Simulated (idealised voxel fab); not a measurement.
The name of this process module is voxel gate over fins.
For reference, the cross-section in this document is cut, with width 175 nm and square cells of 5 nm.
Cross-section = grid of square cells, listed top down in bands; band = one or more rows. Read a band's entry like this: the first values are the height of its top and the height of its bottom in nm, and what follows is the sequence of materials from left to right, each with its width in nm. Note that "blank" is empty space, and that a single material marked "throughout" reaches across the band from edge to edge. Height reference: 0 = level under which incoming wafer is all one material. Lowest band: no bottom, runs on downward, e.g. "0 and below". Quick explanation for "30..40": the width changes in equal steps down the rows of cells, from the first number in the band's top row to the second number in its bottom row. Basically "no change occurred" means that step didn't change any cell in the cross-section. "Enclosed cavity list" contains a list of empty spaces, each no smaller than 8 cells and without an open way to the top, written in the form width x height at distance with the distance from the left edge and all three in nm. Whatever follows a step's settings on its line is a remark the simulator itself makes about that step. If you see "overlay nm" on a step's line and that step has a mask, it's telling you how far right of where it was planned the mask ended up; a negative number means it went left instead.
Plan:
| 1 | RECEIVE, material Si |
| 2 | CONFORMAL_DEP, material SiN, thk nm 5 |
| 3 | DIRECTIONAL_DEP, material aC, thk nm 15 |
| 4 | PATTERN, tone cover, mask id FINS, material resist, width nm 15, pitch nm 35, thk nm 35, overlay nm 0 |
| 5 | DIRECTIONAL_ETCH, etch materials aC, depth nm 15 |
| 6 | STRIP, etch materials resist |
| 7 | DIRECTIONAL_ETCH, etch materials SiN, depth nm 5 |
| 8 | DIRECTIONAL_ETCH, etch materials Si, depth nm 30 |
| 9 | STRIP, etch materials aC |
| 10 | FILL_DEP, material SiO2, thk nm 5 |
| 11 | CMP, height nm 5 |
| 12 | SELECTIVE_ETCH, etch materials SiO2, depth nm 20 |
| 13 | STRIP, etch materials SiN |
| 14 | CONFORMAL_DEP, material HfO2, thk nm 5 |
| 15 | CONFORMAL_DEP, material TiN, thk nm 5 |
| 16 | FILL_DEP, material W, thk nm 10 |
| 17 | CMP, height nm 15 |
| 18 | CONFORMAL_DEP, material SiCN, thk nm 10 |
Every wafer here starts from the same state; it is the step 2 thk nm that distinguishes them, and the value the plan gives belongs to the first wafer.
Cross-section: the first of several wafers in its as-received state, i.e. following step 1:
- 0 and below | Si throughout
- Enclosed cavity list: none
Module end state after final step 18: cross-section of the first of several wafers:
- 25 down to 15 | SiCN throughout
- 15 down to 10 | W throughout
- 10 down to 5 | 50 of W, 70 of TiN, 55 of W
- 5 down to 0 | 50 of W, 5 of TiN, 25 of HfO2, 10 of TiN, 25 of HfO2, 5 of TiN, 55 of W
- 0 down to -5 | 50 of W, 5 of TiN, 5 of HfO2, 15 of Si, 5 of HfO2, 10 of TiN, 5 of HfO2, 15 of Si, 5 of HfO2, 5 of TiN, 55 of W
- -5 down to -10 | 55 of TiN, 5 of HfO2, 15 of Si, 5 of HfO2, 10 of TiN, 5 of HfO2, 15 of Si, 5 of HfO2, 60 of TiN
- -10 down to -15 | 60 of HfO2, 15 of Si, 20 of HfO2, 15 of Si, 65 of HfO2
- -15 down to -30 | 60 of SiO2, 15 of Si, 20 of SiO2, 15 of Si, 65 of SiO2
- -30 and below | Si throughout
- Enclosed cavity list: none
Final wafer of several, shown in cross-section at the end of the module:
- 25 down to 15 | SiCN throughout
- 15 down to 10 | W throughout
- 10 down to 5 | TiN throughout
- 5 down to 0 | HfO2 throughout
- 0 and below | Si throughout
- Enclosed cavity list: none
Below, a row for every wafer. Read it as the end-of-module picture: for each material the wafer shows its cells gained (+) or lost (-) since it was received, and then its closed voids:
thk nm 5, +47 HfO2, -174 Si, +70 SiCN, +87 SiO2, +47 TiN, +98 W, Enclosed cavity list: none
thk nm 10, +35 HfO2, +70 SiCN, +35 TiN, +35 W, Enclosed cavity list: none
thk nm 15, +35 HfO2, +70 SiCN, +35 TiN, +35 W, Enclosed cavity list: none
thk nm 20, +35 HfO2, +70 SiCN, +35 TiN, +35 W, Enclosed cavity list: none
